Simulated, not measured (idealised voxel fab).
Process module under the name voxel capacitor over wiring
cross-section cut | 260 nm wide | cells 5 nm
Heads up, the way a cross-section reads in here is a grid of square cells, handed over as bands from the top down, with every band being one or more rows of cells.
Top, bottom (nm), then materials left to right with widths (nm); lone material tagged "full width" fills the whole band edge to edge; "blank" = empty space.
Below 0: as-received wafer, all one material; heights counted from there. Lowest band: no bottom, goes on down, written "from 0 down".
Read "30 to 40" as a graded width: first number on top, second number at the bottom, same change between each pair of neighbouring rows.
Basically "left unchanged" means that step didn't change any cell in the cross-section.
Entry "Fully sealed voids" = empty spaces >= 8 cells with no open way to the top; each as width x height at distance, distance from left edge, all nm.
It should be noted that, on the line of a given step, the content following the step's settings is a remark produced by the simulator itself with respect to that step.
Each step line may optionally specify "overlay nm", which for a step with a mask gives the rightward distance between the mask's planned place and where it lay, a negative value indicating the leftward direction.
Pairs, read this way: before one process step on the one hand, after it on the other, the after cross-section ending at the lowest band that changed; the step between, settings included, beneath. Same starting wafer throughout, but possibly different runs of this module, so no pair continues from the pair above unless its entry headed "Before-step section" says so.

Before-step section:
	from 75 to 55 = SiO2 85 nm / TiN 5 nm / W 5 nm / TiN 5 nm / SiO2 160 nm
	from 55 to 50 = SiCN 85 nm / TiN 15 nm / SiCN 160 nm
	from 50 to 45 = SiCN 75 nm / Ru 30 nm / SiCN 50 nm / Ru 30 nm / SiCN 75 nm
	from 45 to 30 = lowk 80 nm / TiN 5 nm / Ru 10 nm / TiN 5 nm / lowk 60 nm / TiN 5 nm / Ru 10 nm / TiN 5 nm / lowk 80 nm
	from 30 to 25 = SiCN 80 nm / TiN 20 nm / SiCN 60 nm / TiN 20 nm / SiCN 80 nm
	from 25 to 0 = SiO2 full width
	from 0 down = Si full width
	Fully sealed voids: none

Sectional Result:
	from 80 to 75 = TiN full width
	Below 75, no change.
	Fully sealed voids: none
Between before and after as drawn above: DIRECTIONAL_DEP (material TiN; thk nm 5)

Before-step section: refer to the pair immediately above; the cross-section shown after its step is the state before this one.

Sectional Result:
	from 85 to 80 = Al2O3 full width
	Below 80, no change.
	Fully sealed voids: none
Between before and after as drawn above: DIRECTIONAL_DEP (material Al2O3; thk nm 5)

Before-step section: refer to the pair immediately above; the cross-section shown after its step is the state before this one.

Sectional Result:
	from 95 to 85 = TiN full width
	Below 85, no change.
	Fully sealed voids: none
Between before and after as drawn above: DIRECTIONAL_DEP (material TiN; thk nm 10)

Before-step section: refer to the pair immediately above; the cross-section shown after its step is the state before this one.

Sectional Result:
	from 110 to 95 = blank 85 nm / resist 65 nm / blank 110 nm
	Below 95, no change.
	Fully sealed voids: none
Between before and after as drawn above: PATTERN (tone cover; mask id UPPER_PLATE; material resist; width nm 65; thk nm 15; overlay nm 0)

Before-step section: refer to the pair immediately above; the cross-section shown after its step is the state before this one.

Sectional Result:
	from 110 to 95 = blank 85 nm / resist 65 nm / blank 110 nm
	from 95 to 85 = blank 85 nm / TiN 65 nm / blank 110 nm
	Below 85, no change.
	Fully sealed voids: none
Between before and after as drawn above: DIRECTIONAL_ETCH (etch materials TiN; depth nm 10)

Before-step section: refer to the pair immediately above; the cross-section shown after its step is the state before this one.

Sectional Result:
	from 110 to 95 = blank 85 nm / resist 65 nm / blank 110 nm
	from 95 to 85 = blank 85 nm / TiN 65 nm / blank 110 nm
	from 85 to 80 = blank 85 nm / Al2O3 65 nm / blank 110 nm
	Below 80, no change.
	Fully sealed voids: none
Between before and after as drawn above: DIRECTIONAL_ETCH (etch materials Al2O3; depth nm 5)

Before-step section: refer to the pair immediately above; the cross-section shown after its step is the state before this one.

Sectional Result:
	from 95 to 85 = blank 85 nm / TiN 65 nm / blank 110 nm
	Below 85, no change.
	Fully sealed voids: none
Between before and after as drawn above: STRIP (etch materials resist)

Before-step section: refer to the pair immediately above; the cross-section shown after its step is the state before this one.

Sectional Result:
	from 110 to 95 = blank 80 nm / resist 75 nm / blank 105 nm
	from 95 to 85 = blank 80 nm / resist 5 nm / TiN 65 nm / resist 5 nm / blank 105 nm
	from 85 to 80 = blank 80 nm / resist 5 nm / Al2O3 65 nm / resist 5 nm / blank 105 nm
	Below 80, no change.
	Fully sealed voids: none
Between before and after as drawn above: PATTERN (tone cover; mask id LOWER_PLATE; material resist; width nm 75; thk nm 15; overlay nm 0)

Before-step section: refer to the pair immediately above; the cross-section shown after its step is the state before this one.

Sectional Result:
	from 110 to 95 = blank 80 nm / resist 75 nm / blank 105 nm
	from 95 to 85 = blank 80 nm / resist 5 nm / TiN 65 nm / resist 5 nm / blank 105 nm
	from 85 to 80 = blank 80 nm / resist 5 nm / Al2O3 65 nm / resist 5 nm / blank 105 nm
	from 80 to 75 = blank 80 nm / TiN 75 nm / blank 105 nm
	Below 75, no change.
	Fully sealed voids: none
Between before and after as drawn above: DIRECTIONAL_ETCH (etch materials TiN; depth nm 5)

Before-step section: refer to the pair immediately above; the cross-section shown after its step is the state before this one.

Sectional Result:
	from 95 to 85 = blank 85 nm / TiN 65 nm / blank 110 nm
	from 85 to 80 = blank 85 nm / Al2O3 65 nm / blank 110 nm
	Below 80, no change.
	Fully sealed voids: none
Between before and after as drawn above: STRIP (etch materials resist)

Before-step section: refer to the pair immediately above; the cross-section shown after its step is the state before this one.

Sectional Result:
	from 115 to 95 = SiO2 full width
	from 95 to 85 = SiO2 85 nm / TiN 65 nm / SiO2 110 nm
	from 85 to 80 = SiO2 85 nm / Al2O3 65 nm / SiO2 110 nm
	from 80 to 75 = SiO2 80 nm / TiN 75 nm / SiO2 105 nm
	Below 75, no change.
	Fully sealed voids: none
Between before and after as drawn above: FILL_DEP (material SiO2; thk nm 20)

Before-step section: refer to the pair immediately above; the cross-section shown after its step is the state before this one.

Sectional Result:
	from 110 to 95 = SiO2 full width
	Below 95, no change.
	Fully sealed voids: none
Between before and after as drawn above: CMP (height nm 110)

Before-step section: refer to the pair immediately above; the cross-section shown after its step is the state before this one.

Sectional Result:
	from 125 to 110 = resist 95 nm / blank 15 nm / resist 150 nm
	Below 110, no change.
	Fully sealed voids: none
Between before and after as drawn above: PATTERN (tone open; mask id PLUG_2; material resist; width nm 15; thk nm 15; overlay nm 0)

Before-step section: refer to the pair immediately above; the cross-section shown after its step is the state before this one.

Sectional Result:
	from 125 to 110 = resist 95 nm / blank 15 nm / resist 150 nm
	from 110 to 95 = SiO2 95 nm / blank 15 nm / SiO2 150 nm
	Below 95, no change.
	Fully sealed voids: none
Between before and after as drawn above: DIRECTIONAL_ETCH (etch materials SiO2; depth nm 15)

Before-step section: refer to the pair immediately above; the cross-section shown after its step is the state before this one.

Sectional Result:
	from 110 to 95 = SiO2 95 nm / blank 15 nm / SiO2 150 nm
	Below 95, no change.
	Fully sealed voids: none
Between before and after as drawn above: STRIP (etch materials resist)

Before-step section: refer to the pair immediately above; the cross-section shown after its step is the state before this one.

Sectional Result:
	from 115 to 110 = TiN 100 nm / blank 5 nm / TiN 155 nm
	from 110 to 100 = SiO2 95 nm / TiN 5 nm / blank 5 nm / TiN 5 nm / SiO2 150 nm
	from 100 to 95 = SiO2 95 nm / TiN 15 nm / SiO2 150 nm
	Below 95, no change.
	Fully sealed voids: none
Between before and after as drawn above: CONFORMAL_DEP (material TiN; thk nm 5)

Before-step section: refer to the pair immediately above; the cross-section shown after its step is the state before this one.

Sectional Result:
	from 125 to 115 = Ru full width
	from 115 to 110 = TiN 100 nm / Ru 5 nm / TiN 155 nm
	from 110 to 100 = SiO2 95 nm / TiN 5 nm / Ru 5 nm / TiN 5 nm / SiO2 150 nm
	Below 100, no change.
	Fully sealed voids: none
Between before and after as drawn above: FILL_DEP (material Ru; thk nm 10)

Before-step section: refer to the pair immediately above; the cross-section shown after its step is the state before this one.

Sectional Result:
	from 110 to 100 = SiO2 95 nm / TiN 5 nm / Ru 5 nm / TiN 5 nm / SiO2 150 nm
	Below 100, no change.
	Fully sealed voids: none
Between before and after as drawn above: CMP (height nm 110)

Before-step section: refer to the pair immediately above; the cross-section shown after its step is the state before this one.

Sectional Result:
	from 115 to 110 = SiCN full width
	Below 110, no change.
	Fully sealed voids: none
Between before and after as drawn above: CONFORMAL_DEP (material SiCN; thk nm 5)

Before-step section:
	from 95 to 85 = TiN full width
	from 85 to 80 = Al2O3 full width
	from 80 to 75 = TiN full width
	from 75 to 55 = SiO2 85 nm / TiN 5 nm / W 5 nm / TiN 5 nm / SiO2 160 nm
	from 55 to 50 = SiCN 85 nm / TiN 15 nm / SiCN 160 nm
	from 50 to 45 = SiCN 75 nm / Ru 30 nm / SiCN 50 nm / Ru 30 nm / SiCN 75 nm
	from 45 to 20 = lowk 80 nm / TiN 5 nm / Ru 10 nm / TiN 5 nm / lowk 60 nm / TiN 5 nm / Ru 10 nm / TiN 5 nm / lowk 80 nm
	from 20 to 15 = SiCN 80 nm / TiN 20 nm / SiCN 60 nm / TiN 20 nm / SiCN 80 nm
	from 15 to 0 = SiO2 full width
	from 0 down = Si full width
	Fully sealed voids: none

Sectional Result:
	from 110 to 95 = blank 90 nm / resist 60 nm / blank 110 nm
	Below 95, no change.
	Fully sealed voids: none
Between before and after as drawn above: PATTERN (tone cover; mask id UPPER_PLATE; material resist; width nm 60; thk nm 15; overlay nm 0)

Before-step section: refer to the pair immediately above; the cross-section shown after its step is the state before this one.

Sectional Result:
	from 110 to 95 = blank 90 nm / resist 60 nm / blank 110 nm
	from 95 to 85 = blank 90 nm / TiN 60 nm / blank 110 nm
	Below 85, no change.
	Fully sealed voids: none
Between before and after as drawn above: DIRECTIONAL_ETCH (etch materials TiN; depth nm 10)

Before-step section: refer to the pair immediately above; the cross-section shown after its step is the state before this one.

Sectional Result:
	from 110 to 95 = blank 90 nm / resist 60 nm / blank 110 nm
	from 95 to 85 = blank 90 nm / TiN 60 nm / blank 110 nm
	from 85 to 80 = blank 90 nm / Al2O3 60 nm / blank 110 nm
	Below 80, no change.
	Fully sealed voids: none
Between before and after as drawn above: DIRECTIONAL_ETCH (etch materials Al2O3; depth nm 5)

Before-step section: refer to the pair immediately above; the cross-section shown after its step is the state before this one.

Sectional Result:
	from 95 to 85 = blank 90 nm / TiN 60 nm / blank 110 nm
	Below 85, no change.
	Fully sealed voids: none
Between before and after as drawn above: STRIP (etch materials resist)

Before-step section: refer to the pair immediately above; the cross-section shown after its step is the state before this one.

Sectional Result:
	from 110 to 95 = blank 80 nm / resist 75 nm / blank 105 nm
	from 95 to 85 = blank 80 nm / resist 10 nm / TiN 60 nm / resist 5 nm / blank 105 nm
	from 85 to 80 = blank 80 nm / resist 10 nm / Al2O3 60 nm / resist 5 nm / blank 105 nm
	Below 80, no change.
	Fully sealed voids: none
Between before and after as drawn above: PATTERN (tone cover; mask id LOWER_PLATE; material resist; width nm 75; thk nm 15; overlay nm 0)

Before-step section: refer to the pair immediately above; the cross-section shown after its step is the state before this one.

Sectional Result:
	from 110 to 95 = blank 80 nm / resist 75 nm / blank 105 nm
	from 95 to 85 = blank 80 nm / resist 10 nm / TiN 60 nm / resist 5 nm / blank 105 nm
	from 85 to 80 = blank 80 nm / resist 10 nm / Al2O3 60 nm / resist 5 nm / blank 105 nm
	from 80 to 75 = blank 80 nm / TiN 75 nm / blank 105 nm
	Below 75, no change.
	Fully sealed voids: none
Between before and after as drawn above: DIRECTIONAL_ETCH (etch materials TiN; depth nm 5)

Before-step section: refer to the pair immediately above; the cross-section shown after its step is the state before this one.

Sectional Result:
	from 95 to 85 = blank 90 nm / TiN 60 nm / blank 110 nm
	from 85 to 80 = blank 90 nm / Al2O3 60 nm / blank 110 nm
	Below 80, no change.
	Fully sealed voids: none
Between before and after as drawn above: STRIP (etch materials resist)

Before-step section: refer to the pair immediately above; the cross-section shown after its step is the state before this one.

Sectional Result:
	from 115 to 95 = SiO2 full width
	from 95 to 85 = SiO2 90 nm / TiN 60 nm / SiO2 110 nm
	from 85 to 80 = SiO2 90 nm / Al2O3 60 nm / SiO2 110 nm
	from 80 to 75 = SiO2 80 nm / TiN 75 nm / SiO2 105 nm
	Below 75, no change.
	Fully sealed voids: none
Between before and after as drawn above: FILL_DEP (material SiO2; thk nm 20)

Before-step section: refer to the pair immediately above; the cross-section shown after its step is the state before this one.

Sectional Result:
	from 110 to 95 = SiO2 full width
	Below 95, no change.
	Fully sealed voids: none
Between before and after as drawn above: CMP (height nm 110)

Before-step section: refer to the pair immediately above; the cross-section shown after its step is the state before this one.

Sectional Result:
	from 125 to 110 = resist 95 nm / blank 15 nm / resist 150 nm
	Below 110, no change.
	Fully sealed voids: none
Between before and after as drawn above: PATTERN (tone open; mask id PLUG_2; material resist; width nm 15; thk nm 15; overlay nm 0)

Before-step section: refer to the pair immediately above; the cross-section shown after its step is the state before this one.

Sectional Result:
	from 125 to 110 = resist 95 nm / blank 15 nm / resist 150 nm
	from 110 to 95 = SiO2 95 nm / blank 15 nm / SiO2 150 nm
	Below 95, no change.
	Fully sealed voids: none
Between before and after as drawn above: DIRECTIONAL_ETCH (etch materials SiO2; depth nm 15)

Before-step section: refer to the pair immediately above; the cross-section shown after its step is the state before this one.

Sectional Result:
	from 110 to 95 = SiO2 95 nm / blank 15 nm / SiO2 150 nm
	Below 95, no change.
	Fully sealed voids: none
Between before and after as drawn above: STRIP (etch materials resist)

Before-step section: refer to the pair immediately above; the cross-section shown after its step is the state before this one.

Sectional Result:
	from 115 to 110 = TiN 100 nm / blank 5 nm / TiN 155 nm
	from 110 to 100 = SiO2 95 nm / TiN 5 nm / blank 5 nm / TiN 5 nm / SiO2 150 nm
	from 100 to 95 = SiO2 95 nm / TiN 15 nm / SiO2 150 nm
	Below 95, no change.
	Fully sealed voids: none
Between before and after as drawn above: CONFORMAL_DEP (material TiN; thk nm 5)

Before-step section: refer to the pair immediately above; the cross-section shown after its step is the state before this one.

Sectional Result:
	from 125 to 115 = Ru full width
	from 115 to 110 = TiN 100 nm / Ru 5 nm / TiN 155 nm
	from 110 to 100 = SiO2 95 nm / TiN 5 nm / Ru 5 nm / TiN 5 nm / SiO2 150 nm
	Below 100, no change.
	Fully sealed voids: none
Between before and after as drawn above: FILL_DEP (material Ru; thk nm 10)

Before-step section: refer to the pair immediately above; the cross-section shown after its step is the state before this one.

Sectional Result:
	from 110 to 100 = SiO2 95 nm / TiN 5 nm / Ru 5 nm / TiN 5 nm / SiO2 150 nm
	Below 100, no change.
	Fully sealed voids: none
Between before and after as drawn above: CMP (height nm 110)

Before-step section: refer to the pair immediately above; the cross-section shown after its step is the state before this one.

Sectional Result:
	from 115 to 110 = SiCN full width
	Below 110, no change.
	Fully sealed voids: none
Between before and after as drawn above: CONFORMAL_DEP (material SiCN; thk nm 5)

Before-step section:
	from 75 to 55 = SiO2 85 nm / blank 15 nm / SiO2 160 nm
	from 55 to 50 = SiCN full width
	from 50 to 45 = SiCN 75 nm / Ru 30 nm / SiCN 50 nm / Ru 30 nm / SiCN 75 nm
	from 45 to 20 = lowk 80 nm / TiN 5 nm / Ru 10 nm / TiN 5 nm / lowk 60 nm / TiN 5 nm / Ru 10 nm / TiN 5 nm / lowk 80 nm
	from 20 to 15 = SiCN 80 nm / TiN 20 nm / SiCN 60 nm / TiN 20 nm / SiCN 80 nm
	from 15 to 0 = SiO2 full width
	from 0 down = Si full width
	Fully sealed voids: none

Sectional Result:
	from 75 to 55 = SiO2 85 nm / blank 15 nm / SiO2 160 nm
	from 55 to 50 = SiCN 90 nm / blank 10 nm / SiCN 160 nm
	Below 50, no change.
	Fully sealed voids: none
Between before and after as drawn above: MASKED_ETCH (tone open; mask id PLUG_1; width nm 15; etch materials SiCN; depth nm 5; overlay nm 5)

Before-step section: refer to the pair immediately above; the cross-section shown after its step is the state before this one.

Sectional Result:
	from 80 to 75 = TiN 90 nm / blank 5 nm / TiN 165 nm
	from 75 to 60 = SiO2 85 nm / TiN 5 nm / blank 5 nm / TiN 5 nm / SiO2 160 nm
	from 60 to 55 = SiO2 85 nm / TiN 15 nm / SiO2 160 nm
	from 55 to 50 = SiCN 90 nm / TiN 10 nm / SiCN 160 nm
	Below 50, no change.
	Fully sealed voids: none
Between before and after as drawn above: CONFORMAL_DEP (material TiN; thk nm 5)

Before-step section: refer to the pair immediately above; the cross-section shown after its step is the state before this one.

Sectional Result:
	from 90 to 80 = W full width
	from 80 to 75 = TiN 90 nm / W 5 nm / TiN 165 nm
	from 75 to 60 = SiO2 85 nm / TiN 5 nm / W 5 nm / TiN 5 nm / SiO2 160 nm
	Below 60, no change.
	Fully sealed voids: none
Between before and after as drawn above: FILL_DEP (material W; thk nm 10)

Before-step section: refer to the pair immediately above; the cross-section shown after its step is the state before this one.

Sectional Result:
	from 75 to 60 = SiO2 85 nm / TiN 5 nm / W 5 nm / TiN 5 nm / SiO2 160 nm
	Below 60, no change.
	Fully sealed voids: none
Between before and after as drawn above: CMP (height nm 75)

Before-step section: refer to the pair immediately above; the cross-section shown after its step is the state before this one.

Sectional Result:
	from 80 to 75 = TiN full width
	Below 75, no change.
	Fully sealed voids: none
Between before and after as drawn above: DIRECTIONAL_DEP (material TiN; thk nm 5)

Before-step section: refer to the pair immediately above; the cross-section shown after its step is the state before this one.

Sectional Result:
	from 85 to 80 = Al2O3 full width
	Below 80, no change.
	Fully sealed voids: none
Between before and after as drawn above: DIRECTIONAL_DEP (material Al2O3; thk nm 5)

Before-step section: refer to the pair immediately above; the cross-section shown after its step is the state before this one.

Sectional Result:
	from 95 to 85 = TiN full width
	Below 85, no change.
	Fully sealed voids: none
Between before and after as drawn above: DIRECTIONAL_DEP (material TiN; thk nm 10)

Before-step section: refer to the pair immediately above; the cross-section shown after its step is the state before this one.

Sectional Result:
	from 110 to 95 = blank 85 nm / resist 65 nm / blank 110 nm
	Below 95, no change.
	Fully sealed voids: none
Between before and after as drawn above: PATTERN (tone cover; mask id UPPER_PLATE; material resist; width nm 65; thk nm 15; overlay nm 0)

Before-step section: refer to the pair immediately above; the cross-section shown after its step is the state before this one.

Sectional Result:
	from 110 to 95 = blank 85 nm / resist 65 nm / blank 110 nm
	from 95 to 85 = blank 85 nm / TiN 65 nm / blank 110 nm
	Below 85, no change.
	Fully sealed voids: none
Between before and after as drawn above: DIRECTIONAL_ETCH (etch materials TiN; depth nm 10)

Before-step section: refer to the pair immediately above; the cross-section shown after its step is the state before this one.

Sectional Result:
	from 110 to 95 = blank 85 nm / resist 65 nm / blank 110 nm
	from 95 to 85 = blank 85 nm / TiN 65 nm / blank 110 nm
	from 85 to 80 = blank 85 nm / Al2O3 65 nm / blank 110 nm
	Below 80, no change.
	Fully sealed voids: none
Between before and after as drawn above: DIRECTIONAL_ETCH (etch materials Al2O3; depth nm 5)

Before-step section: refer to the pair immediately above; the cross-section shown after its step is the state before this one.

Sectional Result:
	from 95 to 85 = blank 85 nm / TiN 65 nm / blank 110 nm
	Below 85, no change.
	Fully sealed voids: none
Between before and after as drawn above: STRIP (etch materials resist)

Before-step section: refer to the pair immediately above; the cross-section shown after its step is the state before this one.

Sectional Result:
	from 110 to 95 = blank 80 nm / resist 75 nm / blank 105 nm
	from 95 to 85 = blank 80 nm / resist 5 nm / TiN 65 nm / resist 5 nm / blank 105 nm
	from 85 to 80 = blank 80 nm / resist 5 nm / Al2O3 65 nm / resist 5 nm / blank 105 nm
	Below 80, no change.
	Fully sealed voids: none
Between before and after as drawn above: PATTERN (tone cover; mask id LOWER_PLATE; material resist; width nm 75; thk nm 15; overlay nm 0)

Before-step section: refer to the pair immediately above; the cross-section shown after its step is the state before this one.

Sectional Result:
	from 110 to 95 = blank 80 nm / resist 75 nm / blank 105 nm
	from 95 to 85 = blank 80 nm / resist 5 nm / TiN 65 nm / resist 5 nm / blank 105 nm
	from 85 to 80 = blank 80 nm / resist 5 nm / Al2O3 65 nm / resist 5 nm / blank 105 nm
	from 80 to 75 = blank 80 nm / TiN 75 nm / blank 105 nm
	Below 75, no change.
	Fully sealed voids: none
Between before and after as drawn above: DIRECTIONAL_ETCH (etch materials TiN; depth nm 5)

Before-step section: refer to the pair immediately above; the cross-section shown after its step is the state before this one.

Sectional Result:
	from 95 to 85 = blank 85 nm / TiN 65 nm / blank 110 nm
	from 85 to 80 = blank 85 nm / Al2O3 65 nm / blank 110 nm
	Below 80, no change.
	Fully sealed voids: none
Between before and after as drawn above: STRIP (etch materials resist)

Before-step section: refer to the pair immediately above; the cross-section shown after its step is the state before this one.

Sectional Result:
	from 115 to 95 = SiO2 full width
	from 95 to 85 = SiO2 85 nm / TiN 65 nm / SiO2 110 nm
	from 85 to 80 = SiO2 85 nm / Al2O3 65 nm / SiO2 110 nm
	from 80 to 75 = SiO2 80 nm / TiN 75 nm / SiO2 105 nm
	Below 75, no change.
	Fully sealed voids: none
Between before and after as drawn above: FILL_DEP (material SiO2; thk nm 20)

Before-step section: refer to the pair immediately above; the cross-section shown after its step is the state before this one.

Sectional Result:
	from 110 to 95 = SiO2 full width
	Below 95, no change.
	Fully sealed voids: none
Between before and after as drawn above: CMP (height nm 110)

Before-step section: refer to the pair immediately above; the cross-section shown after its step is the state before this one.

Sectional Result:
	from 125 to 110 = resist 95 nm / blank 15 nm / resist 150 nm
	Below 110, no change.
	Fully sealed voids: none
Between before and after as drawn above: PATTERN (tone open; mask id PLUG_2; material resist; width nm 15; thk nm 15; overlay nm 0)

Before-step section: refer to the pair immediately above; the cross-section shown after its step is the state before this one.

Sectional Result:
	from 125 to 110 = resist 95 nm / blank 15 nm / resist 150 nm
	from 110 to 95 = SiO2 95 nm / blank 15 nm / SiO2 150 nm
	Below 95, no change.
	Fully sealed voids: none
Between before and after as drawn above: DIRECTIONAL_ETCH (etch materials SiO2; depth nm 15)

Before-step section: refer to the pair immediately above; the cross-section shown after its step is the state before this one.

Sectional Result:
	from 110 to 95 = SiO2 95 nm / blank 15 nm / SiO2 150 nm
	Below 95, no change.
	Fully sealed voids: none
Between before and after as drawn above: STRIP (etch materials resist)

Before-step section: refer to the pair immediately above; the cross-section shown after its step is the state before this one.

Sectional Result:
	from 115 to 110 = TiN 100 nm / blank 5 nm / TiN 155 nm
	from 110 to 100 = SiO2 95 nm / TiN 5 nm / blank 5 nm / TiN 5 nm / SiO2 150 nm
	from 100 to 95 = SiO2 95 nm / TiN 15 nm / SiO2 150 nm
	Below 95, no change.
	Fully sealed voids: none
Between before and after as drawn above: CONFORMAL_DEP (material TiN; thk nm 5)

Before-step section: refer to the pair immediately above; the cross-section shown after its step is the state before this one.

Sectional Result:
	from 125 to 115 = Ru full width
	from 115 to 110 = TiN 100 nm / Ru 5 nm / TiN 155 nm
	from 110 to 100 = SiO2 95 nm / TiN 5 nm / Ru 5 nm / TiN 5 nm / SiO2 150 nm
	Below 100, no change.
	Fully sealed voids: none
Between before and after as drawn above: FILL_DEP (material Ru; thk nm 10)

Before-step section: refer to the pair immediately above; the cross-section shown after its step is the state before this one.

Sectional Result:
	from 110 to 100 = SiO2 95 nm / TiN 5 nm / Ru 5 nm / TiN 5 nm / SiO2 150 nm
	Below 100, no change.
	Fully sealed voids: none
Between before and after as drawn above: CMP (height nm 110)

Before-step section: refer to the pair immediately above; the cross-section shown after its step is the state before this one.

Sectional Result:
	from 115 to 110 = SiCN full width
	Below 110, no change.
	Fully sealed voids: none
Between before and after as drawn above: CONFORMAL_DEP (material SiCN; thk nm 5)

Before-step section:
	from 95 to 85 = blank 85 nm / TiN 65 nm / blank 110 nm
	from 85 to 80 = blank 85 nm / Al2O3 65 nm / blank 110 nm
	from 80 to 75 = blank 80 nm / TiN 75 nm / blank 105 nm
	from 75 to 55 = SiO2 85 nm / TiN 5 nm / W 5 nm / TiN 5 nm / SiO2 160 nm
	from 55 to 50 = SiCN 85 nm / TiN 15 nm / SiCN 160 nm
	from 50 to 45 = SiCN 75 nm / Ru 30 nm / SiCN 50 nm / Ru 30 nm / SiCN 75 nm
	from 45 to 20 = lowk 80 nm / TiN 5 nm / Ru 10 nm / TiN 5 nm / lowk 60 nm / TiN 5 nm / Ru 10 nm / TiN 5 nm / lowk 80 nm
	from 20 to 15 = SiCN 80 nm / TiN 20 nm / SiCN 60 nm / TiN 20 nm / SiCN 80 nm
	from 15 to 0 = SiO2 full width
	from 0 down = Si full width
	Fully sealed voids: none

Sectional Result:
	from 115 to 95 = lowk full width
	from 95 to 85 = lowk 85 nm / TiN 65 nm / lowk 110 nm
	from 85 to 80 = lowk 85 nm / Al2O3 65 nm / lowk 110 nm
	from 80 to 75 = lowk 80 nm / TiN 75 nm / lowk 105 nm
	Below 75, no change.
	Fully sealed voids: none
Between before and after as drawn above: FILL_DEP (material lowk; thk nm 20)

Before-step section: refer to the pair immediately above; the cross-section shown after its step is the state before this one.

Sectional Result:
	from 110 to 95 = lowk full width
	Below 95, no change.
	Fully sealed voids: none
Between before and after as drawn above: CMP (height nm 110)

Before-step section: refer to the pair immediately above; the cross-section shown after its step is the state before this one.

Sectional Result:
	from 125 to 110 = resist 95 nm / blank 15 nm / resist 150 nm
	Below 110, no change.
	Fully sealed voids: none
Between before and after as drawn above: PATTERN (tone open; mask id PLUG_2; material resist; width nm 15; thk nm 15; overlay nm 0)

Before-step section: refer to the pair immediately above; the cross-section shown after its step is the state before this one.

Sectional Result:
	from 110 to 95 = lowk full width
	Below 95, no change.
	Fully sealed voids: none
Between before and after as drawn above: STRIP (etch materials resist)

Before-step section: refer to the pair immediately above; the cross-section shown after its step is the state before this one.

Sectional Result:
	from 115 to 110 = TiN full width
	Below 110, no change.
	Fully sealed voids: none
Between before and after as drawn above: CONFORMAL_DEP (material TiN; thk nm 5)

Before-step section: refer to the pair immediately above; the cross-section shown after its step is the state before this one.

Sectional Result:
	from 125 to 115 = Ru full width
	Below 115, no change.
	Fully sealed voids: none
Between before and after as drawn above: FILL_DEP (material Ru; thk nm 10)

Before-step section: refer to the pair immediately above; the cross-section shown after its step is the state before this one.

Sectional Result:
	from 110 to 95 = lowk full width
	Below 95, no change.
	Fully sealed voids: none
Between before and after as drawn above: CMP (height nm 110)

Before-step section: refer to the pair immediately above; the cross-section shown after its step is the state before this one.

Sectional Result:
	from 115 to 110 = SiCN full width
	Below 110, no change.
	Fully sealed voids: none
Between before and after as drawn above: CONFORMAL_DEP (material SiCN; thk nm 5)

Before-step section:
	from 95 to 85 = TiN full width
	from 85 to 80 = Al2O3 full width
	from 80 to 75 = TiN full width
	from 75 to 55 = SiO2 85 nm / TiN 5 nm / W 5 nm / TiN 5 nm / SiO2 160 nm
	from 55 to 50 = SiCN 85 nm / TiN 15 nm / SiCN 160 nm
	from 50 to 45 = SiCN 75 nm / Ru 30 nm / SiCN 50 nm / Ru 30 nm / SiCN 75 nm
	from 45 to 20 = lowk 80 nm / TiN 5 nm / Ru 10 nm / TiN 5 nm / lowk 60 nm / TiN 5 nm / Ru 10 nm / TiN 5 nm / lowk 80 nm
	from 20 to 15 = SiCN 80 nm / TiN 20 nm / SiCN 60 nm / TiN 20 nm / SiCN 80 nm
	from 15 to 0 = SiO2 full width
	from 0 down = Si full width
	Fully sealed voids: none

Sectional Result:
	from 110 to 95 = resist 85 nm / blank 65 nm / resist 110 nm
	Below 95, no change.
	Fully sealed voids: none
Between before and after as drawn above: PATTERN (tone open; mask id UPPER_PLATE; material resist; width nm 65; thk nm 15; overlay nm 0)

Before-step section: refer to the pair immediately above; the cross-section shown after its step is the state before this one.

Sectional Result:
	from 110 to 95 = resist 85 nm / blank 65 nm / resist 110 nm
	from 95 to 85 = TiN 85 nm / blank 65 nm / TiN 110 nm
	Below 85, no change.
	Fully sealed voids: none
Between before and after as drawn above: DIRECTIONAL_ETCH (etch materials TiN; depth nm 10)

Before-step section: refer to the pair immediately above; the cross-section shown after its step is the state before this one.

Sectional Result:
	from 110 to 95 = resist 85 nm / blank 65 nm / resist 110 nm
	from 95 to 85 = TiN 85 nm / blank 65 nm / TiN 110 nm
	from 85 to 80 = Al2O3 85 nm / blank 65 nm / Al2O3 110 nm
	Below 80, no change.
	Fully sealed voids: none
Between before and after as drawn above: DIRECTIONAL_ETCH (etch materials Al2O3; depth nm 5)

Before-step section: refer to the pair immediately above; the cross-section shown after its step is the state before this one.

Sectional Result:
	from 95 to 85 = TiN 85 nm / blank 65 nm / TiN 110 nm
	Below 85, no change.
	Fully sealed voids: none
Between before and after as drawn above: STRIP (etch materials resist)

Before-step section: refer to the pair immediately above; the cross-section shown after its step is the state before this one.

Sectional Result:
	from 110 to 95 = blank 80 nm / resist 75 nm / blank 105 nm
	from 95 to 85 = TiN 85 nm / resist 65 nm / TiN 110 nm
	from 85 to 80 = Al2O3 85 nm / resist 65 nm / Al2O3 110 nm
	Below 80, no change.
	Fully sealed voids: none
Between before and after as drawn above: PATTERN (tone cover; mask id LOWER_PLATE; material resist; width nm 75; thk nm 15; overlay nm 0)

Before-step section: refer to the pair immediately above; the cross-section shown after its step is the state before this one.

Sectional Result:
	from 110 to 95 = blank 80 nm / resist 75 nm / blank 105 nm
	from 95 to 90 = blank 80 nm / TiN 5 nm / resist 65 nm / TiN 5 nm / blank 105 nm
	Below 90, no change.
	Fully sealed voids: none
Between before and after as drawn above: DIRECTIONAL_ETCH (etch materials TiN; depth nm 5)

Before-step section: refer to the pair immediately above; the cross-section shown after its step is the state before this one.

Sectional Result:
	from 95 to 90 = blank 80 nm / TiN 5 nm / blank 65 nm / TiN 5 nm / blank 105 nm
	from 90 to 85 = TiN 85 nm / blank 65 nm / TiN 110 nm
	from 85 to 80 = Al2O3 85 nm / blank 65 nm / Al2O3 110 nm
	Below 80, no change.
	Fully sealed voids: none
Between before and after as drawn above: STRIP (etch materials resist)

Before-step section: refer to the pair immediately above; the cross-section shown after its step is the state before this one.

Sectional Result:
	from 115 to 95 = SiO2 full width
	from 95 to 90 = SiO2 80 nm / TiN 5 nm / SiO2 65 nm / TiN 5 nm / SiO2 105 nm
	from 90 to 85 = TiN 85 nm / SiO2 65 nm / TiN 110 nm
	from 85 to 80 = Al2O3 85 nm / SiO2 65 nm / Al2O3 110 nm
	Below 80, no change.
	Fully sealed voids: none
Between before and after as drawn above: FILL_DEP (material SiO2; thk nm 20)

Before-step section: refer to the pair immediately above; the cross-section shown after its step is the state before this one.

Sectional Result:
	from 110 to 95 = SiO2 full width
	Below 95, no change.
	Fully sealed voids: none
Between before and after as drawn above: CMP (height nm 110)
